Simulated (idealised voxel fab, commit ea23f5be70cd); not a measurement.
Documented hereafter: the process module known as voxel plated lines.
We display cut, a cross-section 260 nm in width whose square cells are each 5 nm.
Heads up, the way a cross-section reads in here is a grid of square cells, handed over as bands from the top down, with every band being one or more rows of cells. This entry defines a band. It first specifies the height of the band's top and the height of its bottom in nm, and then specifies the band's materials from left to right, stating each material with its width in nm. The word "full width" identifies a single material that fills the band from edge to edge, while the word "air" identifies empty space. A quick word on heights: they are counted from 0, and under that level the wafer as it came to us is one material throughout. The lowest band is different from the rest in having no bottom; it simply continues downward, written as in "0 down". The width entry "30->40" should be interpreted row by row: the top row of cells in the band takes the first number, the bottom row takes the second number, and the change between adjacent rows is uniform throughout. Take "remains unaltered" at face value: in the step it is given for, the cross-section changed in none of its cells. So "Voids, enclosed" is basically the list of trapped voids: any empty space of 8 cells or more that can't reach the top through an opening. They're written width x height at distance, the distance being from the left edge, and it's all nm. On a step's line, text after the settings is the simulator commenting on that step. overlay nm: for a step with a mask, the amount by which the mask lay right of where it was planned; a negative amount means left of it.

**This section lists the process steps that were planned**
1 RECEIVE with material Si
2 CONFORMAL_DEP with material Al2O3, thk nm 10
3 DIRECTIONAL_DEP with material TiN, thk nm 5
4 PATTERN with tone open, mask id LINES, material resist, width nm 20, pitch nm 40, thk nm 35, overlay nm 0
5 EPI with material Ru, thk nm 10
6 EPI with material Ru, thk nm 5
7 EPI with material Ru, thk nm 10
8 STRIP with etch materials resist
9 DIRECTIONAL_ETCH with etch materials TiN, depth nm 5
10 CONFORMAL_DEP with material SiO2, thk nm 10

**Cross-section of the wafer as it came to us, i.e., already through step 1**
* 0 down = Si full width
* Voids, enclosed: none

**Cross-section at module end, one run error; start and plan unchanged from above**
* 50 to 40 = 55 of air, then 35 of SiO2, then 5 of air, then 35 of SiO2, then 5 of air, then 35 of SiO2, then 5 of air, then 35 of SiO2, then 50 of air
* 40 to 20 = 55 of air, then 10 of SiO2, then 15 of Ru, then 10 of SiO2, then 5 of air, then 10 of SiO2, then 15 of Ru, then 10 of SiO2, then 5 of air, then 10 of SiO2, then 15 of Ru, then 10 of SiO2, then 5 of air, then 10 of SiO2, then 15 of Ru, then 10 of SiO2, then 50 of air
* 20 to 15 = 65 of SiO2, then 15 of Ru, then 25 of SiO2, then 15 of Ru, then 25 of SiO2, then 15 of Ru, then 25 of SiO2, then 15 of Ru, then 60 of SiO2
* 15 to 10 = 65 of SiO2, then 15 of TiN, then 25 of SiO2, then 15 of TiN, then 25 of SiO2, then 15 of TiN, then 25 of SiO2, then 15 of TiN, then 60 of SiO2
* 10 to 0 = Al2O3 full width
* 0 down = Si full width
* Voids, enclosed: none
Which mistake was made when the wafer was run? heads up, step 4 didn't go per plan, it actually ran as PATTERN with tone open, mask id LINES, material resist, width nm 15, pitch nm 40, thk nm 35, overlay nm 0
